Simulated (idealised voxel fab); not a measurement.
process module | voxel ribs on slabs
cross-section cut | 200 nm wide | cells 5 nm
A cross-section is a grid of square cells, given in bands from the top down. A band is one or more rows of cells.
Each band's line starts with the height of the band's top and of its bottom, in nm. Then come its materials from left to right, each with its width in nm. One material with "throughout" fills the band from edge to edge. "air" is empty space.
Height 0 is the level under which the wafer as received is all one material. The lowest band goes on downwards, as in "0 down".
A width such as "30 to 40" changes by the same amount from each row of cells to the next, from the band's top row to its bottom row.
"no change" after a step means that no cell of the cross-section changed.
closed voids: empty space of 8 cells or more with no open way to the top, each as width x height at its distance from the left edge, in nm
after a step's settings: what the simulator itself notes on the step
overlay nm, on a step with a mask: how far to the right of its planned place the mask lay; to the left if negative
plan
1 op RECEIVE | material Si
2 op DIRECTIONAL_DEP | material SiO2 | thk nm 25
3 op DIRECTIONAL_DEP | material SiN | thk nm 25
4 op MASKED_ETCH | tone cover | mask id RIB | width nm 25 | etch materials SiN | depth nm 20 | overlay nm 0
5 op DIRECTIONAL_DEP | material aC | thk nm 15
6 op PATTERN | tone cover | mask id SLAB | material resist | width nm 55 | thk nm 30 | overlay nm 0
7 op DIRECTIONAL_ETCH | etch materials aC | depth nm 15
8 op STRIP | etch materials resist
9 op DIRECTIONAL_ETCH | etch materials SiN | depth nm 5
10 op STRIP | etch materials aC
11 op FILL_DEP | material SiO2 | thk nm 20
12 op CMP | height nm 60
13 op DIRECTIONAL_DEP | material W | thk nm 5
14 op MASKED_ETCH | tone cover | mask id HEATER | width nm 35 | etch materials W | depth nm 5 | overlay nm 0
15 op CONFORMAL_DEP | material SiN | thk nm 10
first wafer, as planned
as received, after step 1
  0 down: Si throughout
  closed voids: none
after step 2
  25 to 0: SiO2 throughout
  below 0: unchanged
after step 3
  50 to 25: SiN throughout
  below 25: unchanged
after step 4
  50 to 30: air 85 | SiN 25 | air 90
  below 30: unchanged
after step 5
  65 to 50: air 85 | aC 25 | air 90
  50 to 45: air 85 | SiN 25 | air 90
  45 to 30: aC 85 | SiN 25 | aC 90
  below 30: unchanged
after step 6
  95 to 65: air 70 | resist 55 | air 75
  65 to 50: air 70 | resist 15 | aC 25 | resist 15 | air 75
  50 to 45: air 70 | resist 15 | SiN 25 | resist 15 | air 75
  below 45: unchanged
after step 7
  80 to 65: air 70 | resist 55 | air 75
  65 to 50: air 70 | resist 15 | aC 25 | resist 15 | air 75
  50 to 45: air 70 | resist 15 | SiN 25 | resist 15 | air 75
  45 to 30: air 70 | aC 15 | SiN 25 | aC 15 | air 75
  below 30: unchanged
after step 8
  65 to 50: air 85 | aC 25 | air 90
  50 to 45: air 85 | SiN 25 | air 90
  below 45: unchanged
after step 9
  65 to 50: air 85 | aC 25 | air 90
  50 to 45: air 85 | SiN 25 | air 90
  45 to 30: air 70 | aC 15 | SiN 25 | aC 15 | air 75
  30 to 25: air 70 | SiN 55 | air 75
  below 25: unchanged
after step 10
  50 to 30: air 85 | SiN 25 | air 90
  below 30: unchanged
after step 11
  70 to 50: SiO2 throughout
  50 to 30: SiO2 85 | SiN 25 | SiO2 90
  30 to 25: SiO2 70 | SiN 55 | SiO2 75
  below 25: unchanged
after step 12
  60 to 50: SiO2 throughout
  below 50: unchanged
after step 13
  65 to 60: W throughout
  below 60: unchanged
after step 14
  65 to 60: air 80 | W 35 | air 85
  below 60: unchanged
after step 15
  75 to 70: air 70 | SiN 55 | air 75
  70 to 65: SiN throughout
  65 to 60: SiN 80 | W 35 | SiN 85
  below 60: unchanged
second wafer: like start, like plan, one mistake. Through step 1 it matches the first wafer
when step 2 should have ended
  20 to 0: SiO2 throughout
  below 0: unchanged
when step 3 should have ended
  45 to 20: SiN throughout
  below 20: unchanged
when step 4 should have ended
  45 to 25: air 85 | SiN 25 | air 90
  below 25: unchanged
when step 5 should have ended
  60 to 45: air 85 | aC 25 | air 90
  45 to 40: air 85 | SiN 25 | air 90
  40 to 25: aC 85 | SiN 25 | aC 90
  below 25: unchanged
when step 6 should have ended
  90 to 60: air 70 | resist 55 | air 75
  60 to 45: air 70 | resist 15 | aC 25 | resist 15 | air 75
  45 to 40: air 70 | resist 15 | SiN 25 | resist 15 | air 75
  below 40: unchanged
when step 7 should have ended
  75 to 60: air 70 | resist 55 | air 75
  60 to 45: air 70 | resist 15 | aC 25 | resist 15 | air 75
  45 to 40: air 70 | resist 15 | SiN 25 | resist 15 | air 75
  40 to 25: air 70 | aC 15 | SiN 25 | aC 15 | air 75
  below 25: unchanged
when step 8 should have ended
  60 to 45: air 85 | aC 25 | air 90
  45 to 40: air 85 | SiN 25 | air 90
  below 40: unchanged
when step 9 should have ended
  60 to 45: air 85 | aC 25 | air 90
  45 to 40: air 85 | SiN 25 | air 90
  40 to 25: air 70 | aC 15 | SiN 25 | aC 15 | air 75
  25 to 20: air 70 | SiN 55 | air 75
  below 20: unchanged
when step 10 should have ended
  45 to 25: air 85 | SiN 25 | air 90
  below 25: unchanged
when step 11 should have ended
  65 to 45: SiO2 throughout
  45 to 25: SiO2 85 | SiN 25 | SiO2 90
  25 to 20: SiO2 70 | SiN 55 | SiO2 75
  below 20: unchanged
when step 12 should have ended
  60 to 45: SiO2 throughout
  below 45: unchanged
when step 13 should have ended
  65 to 60: W throughout
  below 60: unchanged
when step 14 should have ended
  65 to 60: air 80 | W 35 | air 85
  below 60: unchanged
when step 15 should have ended
  75 to 70: air 70 | SiN 55 | air 75
  70 to 65: SiN throughout
  65 to 60: SiN 80 | W 35 | SiN 85
  below 60: unchanged
what went wrong: step 2 ran as: op DIRECTIONAL_DEP | material SiO2 | thk nm 20
at the end the second wafer has, in cells: as many of each material as the first, in other places
